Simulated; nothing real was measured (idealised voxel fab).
voxel wiring stack: a process module
For reference, the cross-section in this document is cut, with width 260 nm and square cells of 5 nm.
The cross-sections in this document take the form of a grid made of square cells. They are written out as bands, in order from top to bottom. Each band consists of one or more rows of cells. Basically the band line says how high the top is and how high the bottom is, in nm, and then what's in it from left to right, every material with its width in nm. Empty space shows up as "empty", and if a single material carries "full width" it runs the full band edge to edge. The level at which height equals 0 is the one under which the wafer, as it arrives, is entirely one material. No lower edge exists for the bottom band, which continues downward and is notated as in "0 -> down". Width spec "30..40" -> top row of cells at first value, bottom row at second value, equal per-row change in between. No cell of the cross-section changed in a step that is given as "remains unaltered". "Voids, enclosed" enumerates empty spaces isolated from the top, with no open way to it, that contain at least 8 cells, giving each as width x height at distance from the left edge, all three in nm. Text after the settings on a step's line: the simulator's own remark on that step. A step line may carry the setting "overlay nm", which, for steps involving a mask, states the distance by which the mask lay to the right of its intended position; negative values denote displacement to the left.
Planned process steps:
1,RECEIVE [material Si]
2,CONFORMAL_DEP [material SiO2] [thk nm 10]
3,DIRECTIONAL_DEP [material TiN] [thk nm 5]
4,DIRECTIONAL_DEP [material Ru] [thk nm 25]
5,MASKED_ETCH [tone cover] [mask id METAL_1] [width nm 25] [pitch nm 45] [etch materials Ru] [depth nm 25] [overlay nm 0]
6,MASKED_ETCH [tone cover] [mask id METAL_1] [width nm 25] [pitch nm 45] [etch materials TiN] [depth nm 5] [overlay nm 0]
7,FILL_DEP [material lowk] [thk nm 10]
8,CMP [height nm 40]
9,CONFORMAL_DEP [material SiCN] [thk nm 5]
10,DIRECTIONAL_DEP [material lowk] [thk nm 30]
11,PATTERN [tone open] [mask id METAL_2] [material resist] [width nm 25] [pitch nm 45] [thk nm 20] [overlay nm 0]
12,DIRECTIONAL_ETCH [etch materials lowk] [depth nm 20]
13,STRIP [etch materials resist]
14,PATTERN [tone open] [mask id METAL_2_HOLES] [material resist] [width nm 15] [pitch nm 45] [thk nm 15] [overlay nm 0]
15,DIRECTIONAL_ETCH [etch materials lowk] [depth nm 10]
16,DIRECTIONAL_ETCH [etch materials SiCN] [depth nm 5]
17,STRIP [etch materials resist]
18,CONFORMAL_DEP [material TiN] [thk nm 5]
19,FILL_DEP [material Ru] [thk nm 5]
20,CMP [height nm 75]
21,CONFORMAL_DEP [material SiCN] [thk nm 5]
22,DIRECTIONAL_DEP [material lowk] [thk nm 10]
23,DIRECTIONAL_DEP [material aC] [thk nm 10]
24,PATTERN [tone open] [mask id PLUG_2] [material resist] [width nm 15] [pitch nm 45] [thk nm 30] [overlay nm 0]
25,DIRECTIONAL_ETCH [etch materials aC] [depth nm 10]
26,STRIP [etch materials resist]
27,DIRECTIONAL_ETCH [etch materials lowk] [depth nm 5]
28,DIRECTIONAL_ETCH [etch materials SiCN] [depth nm 5]
29,STRIP [etch materials aC]
30,EPI [material Ru] [thk nm 10]
31,EPI [material Ru] [thk nm 5]
32,DIRECTIONAL_DEP [material TiN] [thk nm 5]
33,DIRECTIONAL_DEP [material W] [thk nm 25]
34,PATTERN [tone cover] [mask id METAL_3] [material resist] [width nm 25] [pitch nm 45] [thk nm 20] [overlay nm 0]
35,DIRECTIONAL_ETCH [etch materials W] [depth nm 25]
36,DIRECTIONAL_ETCH [etch materials TiN] [depth nm 5]
37,STRIP [etch materials resist]
38,FILL_DEP [material lowk] [thk nm 10]
39,CMP [height nm 120]
40,CONFORMAL_DEP [material SiN] [thk nm 5]
The wafers in this document start out alike and differ in the depth nm applied at step 27; the plan shows the value used for the first wafer.
After step 1, as received: first of several wafers, cross-section:
  0 -> down | Si full width
  Voids, enclosed: none
Cross-section, first of several wafers, end of module, after last step 40:
  125 -> 120 | SiN full width
  120 -> 115 | lowk 110 nm; W 10 nm; lowk 35 nm; W 10 nm; lowk 95 nm
  115 -> 95 | lowk 95 nm; W 25 nm; lowk 20 nm; W 25 nm; lowk 95 nm
  95 -> 90 | lowk 95 nm; W 15 nm; TiN 10 nm; lowk 20 nm; W 15 nm; TiN 10 nm; lowk 95 nm
  90 -> 85 | lowk 95 nm; TiN 15 nm; lowk 30 nm; TiN 15 nm; lowk 105 nm
  85 -> 80 | lowk full width
  80 -> 75 | SiCN full width
  75 -> 60 | lowk 95 nm; TiN 5 nm; Ru 15 nm; TiN 5 nm; lowk 20 nm; TiN 5 nm; Ru 15 nm; TiN 5 nm; lowk 95 nm
  60 -> 55 | lowk 95 nm; TiN 5 nm; Ru 5 nm; TiN 15 nm; lowk 20 nm; TiN 5 nm; Ru 5 nm; TiN 15 nm; lowk 95 nm
  55 -> 45 | lowk 95 nm; TiN 5 nm; Ru 5 nm; TiN 5 nm; lowk 30 nm; TiN 5 nm; Ru 5 nm; TiN 5 nm; lowk 105 nm
  45 -> 40 | SiCN 95 nm; TiN 15 nm; SiCN 30 nm; TiN 15 nm; SiCN 105 nm
  40 -> 15 | lowk 95 nm; Ru 25 nm; lowk 20 nm; Ru 25 nm; lowk 95 nm
  15 -> 10 | lowk 95 nm; TiN 25 nm; lowk 20 nm; TiN 25 nm; lowk 95 nm
  10 -> 0 | SiO2 full width
  0 -> down | Si full width
  Voids, enclosed: none
Here's the last wafer cross-sectioned at the end of the module:
  125 -> 120 | SiN full width
  120 -> 95 | lowk 95 nm; W 25 nm; lowk 20 nm; W 25 nm; lowk 95 nm
  95 -> 90 | lowk 95 nm; TiN 25 nm; lowk 20 nm; TiN 25 nm; lowk 95 nm
  90 -> 80 | lowk 95 nm; Ru 15 nm; lowk 30 nm; Ru 15 nm; lowk 105 nm
  80 -> 75 | SiCN 95 nm; Ru 15 nm; SiCN 30 nm; Ru 15 nm; SiCN 105 nm
  75 -> 60 | lowk 95 nm; TiN 5 nm; Ru 15 nm; TiN 5 nm; lowk 20 nm; TiN 5 nm; Ru 15 nm; TiN 5 nm; lowk 95 nm
  60 -> 55 | lowk 95 nm; TiN 5 nm; Ru 5 nm; TiN 15 nm; lowk 20 nm; TiN 5 nm; Ru 5 nm; TiN 15 nm; lowk 95 nm
  55 -> 45 | lowk 95 nm; TiN 5 nm; Ru 5 nm; TiN 5 nm; lowk 30 nm; TiN 5 nm; Ru 5 nm; TiN 5 nm; lowk 105 nm
  45 -> 40 | SiCN 95 nm; TiN 15 nm; SiCN 30 nm; TiN 15 nm; SiCN 105 nm
  40 -> 15 | lowk 95 nm; Ru 25 nm; lowk 20 nm; Ru 25 nm; lowk 95 nm
  15 -> 10 | lowk 95 nm; TiN 25 nm; lowk 20 nm; TiN 25 nm; lowk 95 nm
  10 -> 0 | SiO2 full width
  0 -> down | Si full width
  Voids, enclosed: none
The following table contains a row per wafer, in which are reported, at the conclusion of the module, the cells of each material gained (+) or lost (-) since the wafer's receipt, with its closed voids given thereafter:
depth nm 5 | +74 Ru | +98 SiCN | +52 SiN | +104 SiO2 | +54 TiN | +50 W | +868 lowk | Voids, enclosed: none
depth nm 10 | +92 Ru | +92 SiCN | +52 SiN | +104 SiO2 | +54 TiN | +50 W | +856 lowk | Voids, enclosed: none
depth nm 15 | +92 Ru | +92 SiCN | +52 SiN | +104 SiO2 | +54 TiN | +50 W | +856 lowk | Voids, enclosed: none
depth nm 20 | +92 Ru | +92 SiCN | +52 SiN | +104 SiO2 | +54 TiN | +50 W | +856 lowk | Voids, enclosed: none
depth nm 25 | +92 Ru | +92 SiCN | +52 SiN | +104 SiO2 | +54 TiN | +50 W | +856 lowk | Voids, enclosed: none
